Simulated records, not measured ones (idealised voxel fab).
voxel gate over fins: a process module
cross-section cut | 230 nm wide | cells 5 nm
Square cells in a grid make up a cross-section in this document, and the grid is given as bands, listed from the top down, each one or more rows of cells. Band entry format. Leading values: height of top, height of bottom, nm. Remainder: materials in left-to-right order, each with its width in nm. Special words: "throughout" on a single material, which then fills the band edge to edge; "empty", empty space. A quick word on heights: they are counted from 0, and under that level the wafer as it came to us is one material throughout. The lowest band is different from the rest in having no bottom; it simply continues downward, written as in "0 -> down". Quick explanation for "30 to 40": the width changes in equal steps down the rows of cells, from the first number in the band's top row to the second number in its bottom row. Basically "changes: none" means that step didn't change any cell in the cross-section. The list in "Closed cavities" covers empty spaces of 8 cells or more that cannot reach the top through any open way, and it gives each as width x height at distance; the distance is from the left edge, and width, height and distance are in nm. The remark found on a step's line after its settings is issued by the simulator itself and pertains to that step. What "overlay nm" on a step's line means: if the step has a mask, that mask lay this far to the right of its planned place, or, when the value is negative, to the left.

Steps planned for the process
1: RECEIVE [material Si]
2: CONFORMAL_DEP [material SiN] [thk nm 5]
3: PATTERN [tone cover] [mask id FINS] [material resist] [width nm 15] [pitch nm 50] [thk nm 20] [overlay nm 0]
4: DIRECTIONAL_ETCH [etch materials SiN] [depth nm 5]
5: DIRECTIONAL_ETCH [etch materials Si] [depth nm 40]
6: STRIP [etch materials resist]
7: FILL_DEP [material SiO2] [thk nm 15]
8: CMP [height nm 5]
9: PATTERN [tone open] [mask id RAIL] [material resist] [width nm 15] [thk nm 20] [overlay nm 0]
10: DIRECTIONAL_ETCH [etch materials SiO2] [depth nm 40]
11: STRIP [etch materials resist]
12: CONFORMAL_DEP [material TiN] [thk nm 5]
13: FILL_DEP [material Ru] [thk nm 5]
14: CMP [height nm 5]
15: SELECTIVE_ETCH [etch materials W Ru TiN] [depth nm 25]
16: FILL_DEP [material SiO2] [thk nm 5]
17: CMP [height nm 5]
18: SELECTIVE_ETCH [etch materials SiO2] [depth nm 15]
19: STRIP [etch materials SiN]
20: CONFORMAL_DEP [material HfO2] [thk nm 5]
21: CONFORMAL_DEP [material TiN] [thk nm 5]
22: FILL_DEP [material W] [thk nm 10]
23: CMP [height nm 15]
24: CONFORMAL_DEP [material SiCN] [thk nm 10]

Incoming wafer in cross-section (state: after step 1)
	0 -> down | Si throughout
	Closed cavities: none

First of two wafers at the end of the module, shown in cross-section; run carried out as planned
	25 -> 15 | SiCN throughout
	15 -> 10 | W throughout
	10 -> 5 | W 45  TiN 35  W 15  TiN 35  W 15  TiN 35  W 50
	5 -> 0 | W 45  TiN 5  HfO2 25  TiN 5  W 15  TiN 5  HfO2 25  TiN 5  W 15  TiN 5  HfO2 25  TiN 5  W 50
	0 -> -5 | TiN 50  HfO2 5  Si 15  HfO2 5  TiN 25  HfO2 5  Si 15  HfO2 5  TiN 25  HfO2 5  Si 15  HfO2 5  TiN 55
	-5 -> -10 | HfO2 55  Si 15  HfO2 35  Si 15  HfO2 35  Si 15  HfO2 60
	-10 -> -20 | SiO2 55  Si 15  SiO2 35  Si 15  SiO2 35  Si 15  SiO2 60
	-20 -> -30 | SiO2 55  Si 15  SiO2 10  TiN 5  Ru 5  TiN 5  SiO2 10  Si 15  SiO2 35  Si 15  SiO2 60
	-30 -> -35 | SiO2 55  Si 15  SiO2 10  TiN 15  SiO2 10  Si 15  SiO2 35  Si 15  SiO2 60
	-35 -> -40 | SiO2 55  Si 15  SiO2 35  Si 15  SiO2 35  Si 15  SiO2 60
	-40 -> down | Si throughout
	Closed cavities: none

Second of two wafers, module complete, sectioned: it shares the first wafer's start and plan but was run with one mistake
	25 -> 15 | SiCN throughout
	15 -> 5 | W throughout
	5 -> 0 | W 50  TiN 25  W 25  TiN 25  W 25  TiN 25  W 55
	0 -> -5 | W 50  TiN 5  Si 15  TiN 5  W 25  TiN 5  Si 15  TiN 5  W 25  TiN 5  Si 15  TiN 5  W 55
	-5 -> -10 | TiN 55  Si 15  TiN 35  Si 15  TiN 35  Si 15  TiN 60
	-10 -> -20 | SiO2 55  Si 15  SiO2 35  Si 15  SiO2 35  Si 15  SiO2 60
	-20 -> -30 | SiO2 55  Si 15  SiO2 10  TiN 5  Ru 5  TiN 5  SiO2 10  Si 15  SiO2 35  Si 15  SiO2 60
	-30 -> -35 | SiO2 55  Si 15  SiO2 10  TiN 15  SiO2 10  Si 15  SiO2 35  Si 15  SiO2 60
	-35 -> -40 | SiO2 55  Si 15  SiO2 35  Si 15  SiO2 35  Si 15  SiO2 60
	-40 -> down | Si throughout
	Closed cavities: none
Misprocessing identified: plan step 20: skipped, not run
End check, counted in cells, second wafer has more or fewer of these materials than the first: 58 fewer of HfO2; 58 more of W
